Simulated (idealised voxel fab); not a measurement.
The following process module bears the name voxel tone inversion.
Square cells of 5 nm make up the cross-section cut, whose width is 295 nm.
The cross-sections in this document take the form of a grid made of square cells. They are written out as bands, in order from top to bottom. Each band consists of one or more rows of cells. The band entry comprises the height of the band's top followed by the height of its bottom, expressed in nm, and subsequently the band's materials from left to right, each stated together with its width in nm. Where a single material is marked with the word "throughout", that material fills the band from edge to edge. The word "empty" represents empty space. The level at which height equals 0 is the one under which the wafer, as it arrives, is entirely one material. No lower edge exists for the bottom band, which continues downward and is notated as in "0 -> down". Width: "30 to 40" (first number = top row, second number = bottom row, same change from row to row of cells). "no change" (step): cross-section cells unchanged, all of them. You'll see "Fully closed voids" listing empty spaces that have no way open to the top, as long as they're 8 cells or more; the notation is width x height at distance, where the distance is from the left edge, and all of it is in nm. Text after the settings on a step's line: the simulator's own remark on that step. What "overlay nm" on a step's line means: if the step has a mask, that mask lay this far to the right of its planned place, or, when the value is negative, to the left. Quick note on how to read the rest: it's all pairs. You get the cross-section before a process step and the one after, but the after one only goes down as far as the lowest band that changed. The step in between, with its settings, sits under the pair. Heads up, the pairs can come from different runs of this module on the same starting wafer, so don't assume a pair picks up from the one above unless its "State before" entry says it does.

-- State before
0 -> down = Si throughout
Fully closed voids: none

-- Cross-Section After Step
5 -> 0 = SiN throughout
Rest of section, below 0: as before.
Fully closed voids: none
Can you name the step between the two cross-sections above? It is CONFORMAL_DEP (material SiN; thk nm 5)

State before: per the after cross-section of the pair just above.

-- Cross-Section After Step
25 -> 5 = aC throughout
Rest of section, below 5: as before.
Fully closed voids: none
Can you name the step between the two cross-sections above? It is DIRECTIONAL_DEP (material aC; thk nm 20)

State before: per the after cross-section of the pair just above.

-- Cross-Section After Step
55 -> 25 = empty=60, then resist=25, then empty=25, then resist=25, then empty=25, then resist=25, then empty=25, then resist=25, then empty=60
Rest of section, below 25: as before.
Fully closed voids: none
Can you name the step between the two cross-sections above? It is PATTERN (tone cover; mask id POSTS; material resist; width nm 25; pitch nm 50; thk nm 30; overlay nm 0)

State before: per the after cross-section of the pair just above.

-- Cross-Section After Step
35 -> 25 = empty=60, then resist=25, then empty=25, then resist=25, then empty=25, then resist=25, then empty=25, then resist=25, then empty=60
25 -> 5 = empty=60, then aC=25, then empty=25, then aC=25, then empty=25, then aC=25, then empty=25, then aC=25, then empty=60
Rest of section, below 5: as before.
Fully closed voids: none
Can you name the step between the two cross-sections above? It is DIRECTIONAL_ETCH (etch materials aC; depth nm 20)

State before: per the after cross-section of the pair just above.

-- Cross-Section After Step
25 -> 5 = empty=60, then aC=25, then empty=25, then aC=25, then empty=25, then aC=25, then empty=25, then aC=25, then empty=60
Rest of section, below 5: as before.
Fully closed voids: none
Can you name the step between the two cross-sections above? It is STRIP (etch materials resist)

State before: per the after cross-section of the pair just above.

-- Cross-Section After Step
30 -> 25 = SiO2 throughout
25 -> 5 = SiO2=60, then aC=25, then SiO2=25, then aC=25, then SiO2=25, then aC=25, then SiO2=25, then aC=25, then SiO2=60
Rest of section, below 5: as before.
Fully closed voids: none
Can you name the step between the two cross-sections above? It is FILL_DEP (material SiO2; thk nm 5)

State before: per the after cross-section of the pair just above.

-- Cross-Section After Step
25 -> 5 = SiO2=60, then aC=25, then SiO2=25, then aC=25, then SiO2=25, then aC=25, then SiO2=25, then aC=25, then SiO2=60
Rest of section, below 5: as before.
Fully closed voids: none
Can you name the step between the two cross-sections above? It is CMP (height nm 25)

State before: per the after cross-section of the pair just above.

-- Cross-Section After Step
25 -> 5 = SiO2=60, then empty=25, then SiO2=25, then empty=25, then SiO2=25, then empty=25, then SiO2=25, then empty=25, then SiO2=60
Rest of section, below 5: as before.
Fully closed voids: none
Can you name the step between the two cross-sections above? It is STRIP (etch materials aC)

-- State before
0 -> down = Si throughout
Fully closed voids: none

-- Cross-Section After Step
20 -> 0 = aC throughout
Rest of section, below 0: as before.
Fully closed voids: none
Can you name the step between the two cross-sections above? It is DIRECTIONAL_DEP (material aC; thk nm 20)

State before: per the after cross-section of the pair just above.

-- Cross-Section After Step
50 -> 20 = empty=60, then resist=25, then empty=25, then resist=25, then empty=25, then resist=25, then empty=25, then resist=25, then empty=60
Rest of section, below 20: as before.
Fully closed voids: none
Can you name the step between the two cross-sections above? It is PATTERN (tone cover; mask id POSTS; material resist; width nm 25; pitch nm 50; thk nm 30; overlay nm 0)

State before: per the after cross-section of the pair just above.

-- Cross-Section After Step
30 -> 20 = empty=60, then resist=25, then empty=25, then resist=25, then empty=25, then resist=25, then empty=25, then resist=25, then empty=60
20 -> 0 = empty=60, then aC=25, then empty=25, then aC=25, then empty=25, then aC=25, then empty=25, then aC=25, then empty=60
Rest of section, below 0: as before.
Fully closed voids: none
Can you name the step between the two cross-sections above? It is DIRECTIONAL_ETCH (etch materials aC; depth nm 20)

State before: per the after cross-section of the pair just above.

-- Cross-Section After Step
20 -> 0 = empty=60, then aC=25, then empty=25, then aC=25, then empty=25, then aC=25, then empty=25, then aC=25, then empty=60
Rest of section, below 0: as before.
Fully closed voids: none
Can you name the step between the two cross-sections above? It is STRIP (etch materials resist)

State before: per the after cross-section of the pair just above.

-- Cross-Section After Step
25 -> 20 = SiO2 throughout
20 -> 0 = SiO2=60, then aC=25, then SiO2=25, then aC=25, then SiO2=25, then aC=25, then SiO2=25, then aC=25, then SiO2=60
Rest of section, below 0: as before.
Fully closed voids: none
Can you name the step between the two cross-sections above? It is FILL_DEP (material SiO2; thk nm 5)

-- State before
20 -> 0 = aC throughout
0 -> down = Si throughout
Fully closed voids: none

-- Cross-Section After Step
25 -> 20 = SiN throughout
Rest of section, below 20: as before.
Fully closed voids: none
Can you name the step between the two cross-sections above? It is CONFORMAL_DEP (material SiN; thk nm 5)

State before: per the after cross-section of the pair just above.

-- Cross-Section After Step
55 -> 25 = empty=60, then resist=25, then empty=25, then resist=25, then empty=25, then resist=25, then empty=25, then resist=25, then empty=60
Rest of section, below 25: as before.
Fully closed voids: none
Can you name the step between the two cross-sections above? It is PATTERN (tone cover; mask id POSTS; material resist; width nm 25; pitch nm 50; thk nm 30; overlay nm 0)

State before: per the after cross-section of the pair just above.

-- Cross-Section After Step
35 -> 25 = empty=60, then resist=25, then empty=25, then resist=25, then empty=25, then resist=25, then empty=25, then resist=25, then empty=60
Rest of section, below 25: as before.
Fully closed voids: none
Can you name the step between the two cross-sections above? It is DIRECTIONAL_ETCH (etch materials aC; depth nm 20)

State before: per the after cross-section of the pair just above.

-- Cross-Section After Step
25 -> 20 = SiN throughout
Rest of section, below 20: as before.
Fully closed voids: none
Can you name the step between the two cross-sections above? It is STRIP (etch materials resist)

State before: per the after cross-section of the pair just above.

-- Cross-Section After Step
30 -> 25 = SiO2 throughout
Rest of section, below 25: as before.
Fully closed voids: none
Can you name the step between the two cross-sections above? It is FILL_DEP (material SiO2; thk nm 5)

State before: per the after cross-section of the pair just above.

-- Cross-Section After Step
25 -> 20 = SiN throughout
Rest of section, below 20: as before.
Fully closed voids: none
Can you name the step between the two cross-sections above? It is CMP (height nm 25)

-- State before
5 -> 0 = SiN throughout
0 -> down = Si throughout
Fully closed voids: none

-- Cross-Section After Step
20 -> 5 = aC throughout
Rest of section, below 5: as before.
Fully closed voids: none
Can you name the step between the two cross-sections above? It is DIRECTIONAL_DEP (material aC; thk nm 15)

State before: per the after cross-section of the pair just above.

-- Cross-Section After Step
50 -> 20 = empty=60, then resist=25, then empty=25, then resist=25, then empty=25, then resist=25, then empty=25, then resist=25, then empty=60
Rest of section, below 20: as before.
Fully closed voids: none
Can you name the step between the two cross-sections above? It is PATTERN (tone cover; mask id POSTS; material resist; width nm 25; pitch nm 50; thk nm 30; overlay nm 0)

State before: per the after cross-section of the pair just above.

-- Cross-Section After Step
30 -> 20 = empty=60, then resist=25, then empty=25, then resist=25, then empty=25, then resist=25, then empty=25, then resist=25, then empty=60
20 -> 5 = empty=60, then aC=25, then empty=25, then aC=25, then empty=25, then aC=25, then empty=25, then aC=25, then empty=60
Rest of section, below 5: as before.
Fully closed voids: none
Can you name the step between the two cross-sections above? It is DIRECTIONAL_ETCH (etch materials aC; depth nm 20)

State before: per the after cross-section of the pair just above.

-- Cross-Section After Step
20 -> 5 = empty=60, then aC=25, then empty=25, then aC=25, then empty=25, then aC=25, then empty=25, then aC=25, then empty=60
Rest of section, below 5: as before.
Fully closed voids: none
Can you name the step between the two cross-sections above? It is STRIP (etch materials resist)

State before: per the after cross-section of the pair just above.

-- Cross-Section After Step
25 -> 20 = SiO2 throughout
20 -> 5 = SiO2=60, then aC=25, then SiO2=25, then aC=25, then SiO2=25, then aC=25, then SiO2=25, then aC=25, then SiO2=60
Rest of section, below 5: as before.
Fully closed voids: none
Can you name the step between the two cross-sections above? It is FILL_DEP (material SiO2; thk nm 5)

-- State before
25 -> 5 = aC throughout
5 -> 0 = SiN throughout
0 -> down = Si throughout
Fully closed voids: none

-- Cross-Section After Step
55 -> 25 = empty=65, then resist=20, then empty=30, then resist=20, then empty=30, then resist=20, then empty=30, then resist=20, then empty=60
Rest of section, below 25: as before.
Fully closed voids: none
Can you name the step between the two cross-sections above? It is PATTERN (tone cover; mask id POSTS; material resist; width nm 20; pitch nm 50; thk nm 30; overlay nm 0)

State before: per the after cross-section of the pair just above.

-- Cross-Section After Step
35 -> 25 = empty=65, then resist=20, then empty=30, then resist=20, then empty=30, then resist=20, then empty=30, then resist=20, then empty=60
25 -> 5 = empty=65, then aC=20, then empty=30, then aC=20, then empty=30, then aC=20, then empty=30, then aC=20, then empty=60
Rest of section, below 5: as before.
Fully closed voids: none
Can you name the step between the two cross-sections above? It is DIRECTIONAL_ETCH (etch materials aC; depth nm 20)

State before: per the after cross-section of the pair just above.

-- Cross-Section After Step
25 -> 5 = empty=65, then aC=20, then empty=30, then aC=20, then empty=30, then aC=20, then empty=30, then aC=20, then empty=60
Rest of section, below 5: as before.
Fully closed voids: none
Can you name the step between the two cross-sections above? It is STRIP (etch materials resist)

State before: per the after cross-section of the pair just above.

-- Cross-Section After Step
30 -> 25 = SiO2 throughout
25 -> 5 = SiO2=65, then aC=20, then SiO2=30, then aC=20, then SiO2=30, then aC=20, then SiO2=30, then aC=20, then SiO2=60
Rest of section, below 5: as before.
Fully closed voids: none
Can you name the step between the two cross-sections above? It is FILL_DEP (material SiO2; thk nm 5)

State before: per the after cross-section of the pair just above.

-- Cross-Section After Step
25 -> 5 = SiO2=65, then aC=20, then SiO2=30, then aC=20, then SiO2=30, then aC=20, then SiO2=30, then aC=20, then SiO2=60
Rest of section, below 5: as before.
Fully closed voids: none
Can you name the step between the two cross-sections above? It is CMP (height nm 25)

State before: per the after cross-section of the pair just above.

-- Cross-Section After Step
25 -> 5 = SiO2=65, then empty=20, then SiO2=30, then empty=20, then SiO2=30, then empty=20, then SiO2=30, then empty=20, then SiO2=60
Rest of section, below 5: as before.
Fully closed voids: none
Can you name the step between the two cross-sections above? It is STRIP (etch materials aC)

-- State before
25 -> 5 = aC throughout
5 -> 0 = SiN throughout
0 -> down = Si throughout
Fully closed voids: none

-- Cross-Section After Step
55 -> 25 = empty=50, then resist=25, then empty=25, then resist=25, then empty=25, then resist=25, then empty=25, then resist=25, then empty=70
Rest of section, below 25: as before.
Fully closed voids: none
Can you name the step between the two cross-sections above? It is PATTERN (tone cover; mask id POSTS; material resist; width nm 25; pitch nm 50; thk nm 30; overlay nm -10)

State before: per the after cross-section of the pair just above.

-- Cross-Section After Step
35 -> 25 = empty=50, then resist=25, then empty=25, then resist=25, then empty=25, then resist=25, then empty=25, then resist=25, then empty=70
25 -> 5 = empty=50, then aC=25, then empty=25, then aC=25, then empty=25, then aC=25, then empty=25, then aC=25, then empty=70
Rest of section, below 5: as before.
Fully closed voids: none
Can you name the step between the two cross-sections above? It is DIRECTIONAL_ETCH (etch materials aC; depth nm 20)

State before: per the after cross-section of the pair just above.

-- Cross-Section After Step
25 -> 5 = empty=50, then aC=25, then empty=25, then aC=25, then empty=25, then aC=25, then empty=25, then aC=25, then empty=70
Rest of section, below 5: as before.
Fully closed voids: none
Can you name the step between the two cross-sections above? It is STRIP (etch materials resist)

State before: per the after cross-section of the pair just above.

-- Cross-Section After Step
30 -> 25 = SiO2 throughout
25 -> 5 = SiO2=50, then aC=25, then SiO2=25, then aC=25, then SiO2=25, then aC=25, then SiO2=25, then aC=25, then SiO2=70
Rest of section, below 5: as before.
Fully closed voids: none
Can you name the step between the two cross-sections above? It is FILL_DEP (material SiO2; thk nm 5)

State before: per the after cross-section of the pair just above.

-- Cross-Section After Step
25 -> 5 = SiO2=50, then aC=25, then SiO2=25, then aC=25, then SiO2=25, then aC=25, then SiO2=25, then aC=25, then SiO2=70
Rest of section, below 5: as before.
Fully closed voids: none
Can you name the step between the two cross-sections above? It is CMP (height nm 25)

State before: per the after cross-section of the pair just above.

-- Cross-Section After Step
25 -> 5 = SiO2=50, then empty=25, then SiO2=25, then empty=25, then SiO2=25, then empty=25, then SiO2=25, then empty=25, then SiO2=70
Rest of section, below 5: as before.
Fully closed voids: none
Can you name the step between the two cross-sections above? It is STRIP (etch materials aC)

-- State before
5 -> 0 = SiN throughout
0 -> down = Si throughout
Fully closed voids: none

-- Cross-Section After Step
25 -> 0 = SiN throughout
Rest of section, below 0: as before.
Fully closed voids: none
Can you name the step between the two cross-sections above? It is DIRECTIONAL_DEP (material SiN; thk nm 20)

State before: per the after cross-section of the pair just above.

-- Cross-Section After Step
55 -> 25 = empty=60, then resist=25, then empty=25, then resist=25, then empty=25, then resist=25, then empty=25, then resist=25, then empty=60
Rest of section, below 25: as before.
Fully closed voids: none
Can you name the step between the two cross-sections above? It is PATTERN (tone cover; mask id POSTS; material resist; width nm 25; pitch nm 50; thk nm 30; overlay nm 0)

State before: per the after cross-section of the pair just above.

-- Cross-Section After Step
35 -> 25 = empty=60, then resist=25, then empty=25, then resist=25, then empty=25, then resist=25, then empty=25, then resist=25, then empty=60
Rest of section, below 25: as before.
Fully closed voids: none
Can you name the step between the two cross-sections above? It is DIRECTIONAL_ETCH (etch materials aC; depth nm 20)

State before: per the after cross-section of the pair just above.

-- Cross-Section After Step
25 -> 0 = SiN throughout
Rest of section, below 0: as before.
Fully closed voids: none
Can you name the step between the two cross-sections above? It is STRIP (etch materials resist)

State before: per the after cross-section of the pair just above.

-- Cross-Section After Step
30 -> 25 = SiO2 throughout
Rest of section, below 25: as before.
Fully closed voids: none
Can you name the step between the two cross-sections above? It is FILL_DEP (material SiO2; thk nm 5)

State before: per the after cross-section of the pair just above.

-- Cross-Section After Step
25 -> 0 = SiN throughout
Rest of section, below 0: as before.
Fully closed voids: none
Can you name the step between the two cross-sections above? It is CMP (height nm 25)

-- State before
25 -> 5 = aC throughout
5 -> 0 = SiN throughout
0 -> down = Si throughout
Fully closed voids: none

-- Cross-Section After Step
55 -> 25 = resist=60, then empty=25, then resist=25, then empty=25, then resist=25, then empty=25, then resist=25, then empty=25, then resist=60
Rest of section, below 25: as before.
Fully closed voids: none
Can you name the step between the two cross-sections above? It is PATTERN (tone open; mask id POSTS; material resist; width nm 25; pitch nm 50; thk nm 30; overlay nm 0)

State before: per the after cross-section of the pair just above.

-- Cross-Section After Step
35 -> 25 = resist=60, then empty=25, then resist=25, then empty=25, then resist=25, then empty=25, then resist=25, then empty=25, then resist=60
25 -> 5 = aC=60, then empty=25, then aC=25, then empty=25, then aC=25, then empty=25, then aC=25, then empty=25, then aC=60
Rest of section, below 5: as before.
Fully closed voids: none
Can you name the step between the two cross-sections above? It is DIRECTIONAL_ETCH (etch materials aC; depth nm 20)

State before: per the after cross-section of the pair just above.

-- Cross-Section After Step
25 -> 5 = aC=60, then empty=25, then aC=25, then empty=25, then aC=25, then empty=25, then aC=25, then empty=25, then aC=60
Rest of section, below 5: as before.
Fully closed voids: none
Can you name the step between the two cross-sections above? It is STRIP (etch materials resist)

State before: per the after cross-section of the pair just above.

-- Cross-Section After Step
30 -> 25 = SiO2 throughout
25 -> 5 = aC=60, then SiO2=25, then aC=25, then SiO2=25, then aC=25, then SiO2=25, then aC=25, then SiO2=25, then aC=60
Rest of section, below 5: as before.
Fully closed voids: none
Can you name the step between the two cross-sections above? It is FILL_DEP (material SiO2; thk nm 5)

State before: per the after cross-section of the pair just above.

-- Cross-Section After Step
25 -> 5 = aC=60, then SiO2=25, then aC=25, then SiO2=25, then aC=25, then SiO2=25, then aC=25, then SiO2=25, then aC=60
Rest of section, below 5: as before.
Fully closed voids: none
Can you name the step between the two cross-sections above? It is CMP (height nm 25)

State before: per the after cross-section of the pair just above.

-- Cross-Section After Step
25 -> 5 = empty=60, then SiO2=25, then empty=25, then SiO2=25, then empty=25, then SiO2=25, then empty=25, then SiO2=25, then empty=60
Rest of section, below 5: as before.
Fully closed voids: none
Can you name the step between the two cross-sections above? It is STRIP (etch materials aC)
